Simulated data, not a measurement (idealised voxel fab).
process module | voxel transistor to metal
Cross-section cut spans 180 nm and uses square cells 5 nm in size.
The cross-sections in this document take the form of a grid made of square cells. They are written out as bands, in order from top to bottom. Each band consists of one or more rows of cells.
It is stipulated that each band's entry specify, in nanometres, the height of the top of the band and then that of its bottom, followed by the materials of the band in left-to-right sequence, each together with its width in nanometres. A single material marked by the word "edge to edge" is understood to fill the band from edge to edge; the word "blank" is understood to denote empty space.
Heads up on the height convention: 0 is the point under which the incoming wafer is all one material, and the lowest band has no bottom, it just keeps going down, like "0 nm and below".
Note: "30..40" means the width goes from the first number (top row of the band) to the second number (bottom row) in equal steps per row of cells.
Where a step carries "nothing got changed", the cross-section came out of it unchanged, cell for cell.
Each empty space that has no open way to the top and spans at least 8 cells appears under "Enclosed void listing" as width x height at distance, the distance counted from the left edge, all in nm.
Read whatever lies past the settings on a step's line as the simulator's own remark about the step.
overlay nm: step with mask; distance mask lay right of planned place; negative value = left of planned place.

### So here's the lineup of process steps we planned
1. RECEIVE [material Si]
2. CONFORMAL_DEP [material SiO2] [thk nm 5]
3. CONFORMAL_DEP [material SiN] [thk nm 15]
4. MASKED_ETCH [tone cover] [mask id ACTIVE] [width nm 100] [etch materials SiN] [depth nm 15] [overlay nm 0]
5. MASKED_ETCH [tone cover] [mask id ACTIVE] [width nm 100] [etch materials SiO2] [depth nm 5] [overlay nm 0]
6. MASKED_ETCH [tone cover] [mask id ACTIVE] [width nm 100] [etch materials Si] [depth nm 20] [overlay nm 0]
7. OXIDIZE [depth nm 5]
8. FILL_DEP [material SiO2] [thk nm 10]
9. CMP [height nm 20]
10. SELECTIVE_ETCH [etch materials SiO2] [depth nm 10]
11. STRIP [etch materials SiN]
12. SELECTIVE_ETCH [etch materials SiO2] [depth nm 5]
13. OXIDIZE [depth nm 5]
14. DIRECTIONAL_DEP [material polySi] [thk nm 25]
15. DIRECTIONAL_DEP [material SiCN] [thk nm 10]
16. DIRECTIONAL_DEP [material aC] [thk nm 10]
17. PATTERN [tone cover] [mask id GATE] [material resist] [width nm 15] [thk nm 30] [overlay nm 0]
18. DIRECTIONAL_ETCH [etch materials aC] [depth nm 10]
19. STRIP [etch materials resist]
20. DIRECTIONAL_ETCH [etch materials SiCN] [depth nm 20]
21. DIRECTIONAL_ETCH [etch materials polySi] [depth nm 35]
22. STRIP [etch materials aC]
23. CONFORMAL_DEP [material SiN] [thk nm 10]
24. DIRECTIONAL_ETCH [etch materials SiN] [depth nm 10]
25. DIRECTIONAL_ETCH [etch materials SiO2] [depth nm 5]
26. DIRECTIONAL_ETCH [etch materials Si] [depth nm 10]
27. EPI [material nSi] [thk nm 10]
28. FILL_DEP [material SiO2] [thk nm 5]
29. CMP [height nm 35]
30. DIRECTIONAL_DEP [material SiO2] [thk nm 15]
31. MASKED_ETCH [tone open] [mask id CONTACT] [width nm 20] [pitch nm 70] [etch materials SiO2] [depth nm 55] [overlay nm 0]
32. CONFORMAL_DEP [material TiN] [thk nm 5]
33. FILL_DEP [material W] [thk nm 5]
34. CMP [height nm 50]
35. DIRECTIONAL_DEP [material TiN] [thk nm 5]
36. DIRECTIONAL_DEP [material Ru] [thk nm 20]
37. MASKED_ETCH [tone cover] [mask id METAL_1] [width nm 20] [pitch nm 70] [etch materials Ru] [depth nm 20] [overlay nm 0]
38. MASKED_ETCH [tone cover] [mask id METAL_1] [width nm 20] [pitch nm 70] [etch materials TiN] [depth nm 5] [overlay nm 0]
39. FILL_DEP [material lowk] [thk nm 10]
40. CMP [height nm 75]
41. CONFORMAL_DEP [material SiCN] [thk nm 5]
42. DIRECTIONAL_DEP [material lowk] [thk nm 30]
43. DIRECTIONAL_DEP [material aC] [thk nm 10]
44. PATTERN [tone open] [mask id METAL_2_HOLES] [material resist] [width nm 15] [pitch nm 70] [thk nm 30] [overlay nm 0]
45. DIRECTIONAL_ETCH [etch materials aC] [depth nm 10]
46. STRIP [etch materials resist]
47. DIRECTIONAL_ETCH [etch materials lowk] [depth nm 30]
48. STRIP [etch materials aC]
49. PATTERN [tone open] [mask id METAL_2] [material resist] [width nm 20] [pitch nm 70] [thk nm 20] [overlay nm 0]
50. DIRECTIONAL_ETCH [etch materials lowk] [depth nm 15]
51. DIRECTIONAL_ETCH [etch materials SiCN] [depth nm 5]
52. STRIP [etch materials resist]
53. CONFORMAL_DEP [material TiN] [thk nm 5]
54. FILL_DEP [material Ru] [thk nm 5]
55. CMP [height nm 110]
56. CONFORMAL_DEP [material SiN] [thk nm 5]
What sets these wafers apart? The width nm at step 17. They all start alike, and the plan carries the first wafer's value.

### This is how the first of several wafers looked in cross-section when it arrived, which is after step 1
	0 nm and below  Si edge to edge
	Enclosed void listing: none

### Gained (+) or lost (-) cells of each material since receipt, then closed voids: one row per wafer, at the end of the module
width nm 15 | +48 Ru | -130 Si | +36 SiCN | +68 SiN | +321 SiO2 | +88 TiN | +38 W | +314 lowk | +30 nSi | +15 polySi | Enclosed void listing: none
width nm 20 | +48 Ru | -128 Si | +38 SiCN | +68 SiN | +316 SiO2 | +88 TiN | +36 W | +314 lowk | +28 nSi | +20 polySi | Enclosed void listing: none
width nm 25 | +48 Ru | -126 Si | +40 SiCN | +68 SiN | +311 SiO2 | +88 TiN | +34 W | +314 lowk | +26 nSi | +25 polySi | Enclosed void listing: none
width nm 30 | +48 Ru | -124 Si | +42 SiCN | +68 SiN | +306 SiO2 | +88 TiN | +32 W | +314 lowk | +24 nSi | +30 polySi | Enclosed void listing: none
width nm 35 | +48 Ru | -122 Si | +44 SiCN | +68 SiN | +307 SiO2 | +86 TiN | +26 W | +314 lowk | +22 nSi | +35 polySi | Enclosed void listing: none
